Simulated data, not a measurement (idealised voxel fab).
Process module, titled voxel capacitor over wiring
160 nm wide, 5 nm square cells: that's cross-section cut.
Just so we're on the same page, the cross-sections are grids of square cells, and they're listed out in bands top to bottom, each band one or more rows deep.
Band entry format. Leading values: height of top, height of bottom, nm. Remainder: materials in left-to-right order, each with its width in nm. Special words: "full width" on a single material, which then fills the band edge to edge; "blank", empty space.
Beneath 0, the wafer as received is one material, and that level is where height counting begins. The lowest band goes on downward without a bottom; it is written like "0 nm and below".
Quick explanation for "30..40": the width changes in equal steps down the rows of cells, from the first number in the band's top row to the second number in its bottom row.
Step note "nothing changed" = no cross-section cell changed.
For the entry "Encapsulated voids", the listed items are empty spaces with no open way to the top whose size is 8 cells or more; each item follows the pattern width x height at distance, where distance is from the left edge and all three are in nm.
Heads up: the bit after the settings on a step's line is the simulator's remark on that step.
overlay nm: right-of-plan distance of the mask on a masked step; negative values mean left-of-plan.
## So here's the lineup of process steps we planned
1,RECEIVE, material Si
2,CONFORMAL_DEP, material SiO2, thk nm 10
3,CONFORMAL_DEP, material SiCN, thk nm 5
4,DIRECTIONAL_DEP, material SiO2, thk nm 25
5,MASKED_ETCH, tone open, mask id METAL_1, width nm 20, pitch nm 75, etch materials SiO2, depth nm 25, overlay nm 0
6,MASKED_ETCH, tone open, mask id METAL_1, width nm 20, pitch nm 75, etch materials SiCN, depth nm 5, overlay nm 0
7,CONFORMAL_DEP, material TiN, thk nm 5
8,FILL_DEP, material Cu, thk nm 5
9,CMP, height nm 40
10,CONFORMAL_DEP, material SiCN, thk nm 5
11,DIRECTIONAL_DEP, material lowk, thk nm 20
12,DIRECTIONAL_DEP, material aC, thk nm 15
13,PATTERN, tone open, mask id PLUG_1, material resist, width nm 15, thk nm 35, overlay nm 0
14,DIRECTIONAL_ETCH, etch materials aC, depth nm 15
15,STRIP, etch materials resist
16,DIRECTIONAL_ETCH, etch materials lowk, depth nm 20
17,DIRECTIONAL_ETCH, etch materials SiCN, depth nm 5
18,STRIP, etch materials aC
19,EPI, material Ru, thk nm 10
20,EPI, material Ru, thk nm 10
21,EPI, material Ru, thk nm 5
22,DIRECTIONAL_DEP, material TiN, thk nm 10
23,DIRECTIONAL_DEP, material Al2O3, thk nm 5
24,DIRECTIONAL_DEP, material TiN, thk nm 5
25,PATTERN, tone cover, mask id UPPER_PLATE, material resist, width nm 60, thk nm 15, overlay nm 0
26,DIRECTIONAL_ETCH, etch materials TiN, depth nm 5
27,DIRECTIONAL_ETCH, etch materials Al2O3, depth nm 5
28,STRIP, etch materials resist
29,PATTERN, tone cover, mask id LOWER_PLATE, material resist, width nm 70, thk nm 15, overlay nm 0
30,DIRECTIONAL_ETCH, etch materials TiN, depth nm 10
31,STRIP, etch materials resist
32,FILL_DEP, material SiO2, thk nm 20
33,CMP, height nm 100
34,DIRECTIONAL_DEP, material aC, thk nm 15
35,PATTERN, tone open, mask id PLUG_2, material resist, width nm 15, thk nm 30, overlay nm 0
36,DIRECTIONAL_ETCH, etch materials aC, depth nm 15
37,STRIP, etch materials resist
38,DIRECTIONAL_ETCH, etch materials SiO2, depth nm 15
39,STRIP, etch materials aC
40,CONFORMAL_DEP, material TiN, thk nm 5
41,FILL_DEP, material Cu, thk nm 5
42,CMP, height nm 100
43,CONFORMAL_DEP, material SiCN, thk nm 5
## Cross-section, incoming material, after step 1
* 0 nm and below: Si full width
* Encapsulated voids: none
## Starting structure and process plan are as shown above, but one mistake was made in running the module; the wafer cross-section at the end of the module follows
* 105 nm to 100 nm: SiCN full width
* 100 nm to 95 nm: 45 nm SiO2  5 nm TiN  45 nm Al2O3  65 nm SiO2
* 95 nm to 85 nm: 30 nm SiO2  5 nm TiN  10 nm SiO2  55 nm TiN  60 nm SiO2
* 85 nm to 80 nm: 35 nm lowk  15 nm TiN  110 nm lowk
* 80 nm to 75 nm: 35 nm lowk  15 nm Al2O3  110 nm lowk
* 75 nm to 65 nm: 35 nm lowk  15 nm TiN  110 nm lowk
* 65 nm to 45 nm: lowk full width
* 45 nm to 40 nm: SiCN full width
* 40 nm to 15 nm: 30 nm SiO2  5 nm TiN  10 nm Cu  5 nm TiN  55 nm SiO2  5 nm TiN  10 nm Cu  5 nm TiN  35 nm SiO2
* 15 nm to 10 nm: 30 nm SiCN  20 nm TiN  55 nm SiCN  20 nm TiN  35 nm SiCN
* 10 nm to 0 nm: SiO2 full width
* 0 nm and below: Si full width
* Encapsulated voids: none
The plan and the run diverged here: twice, step 11 of the plan was run
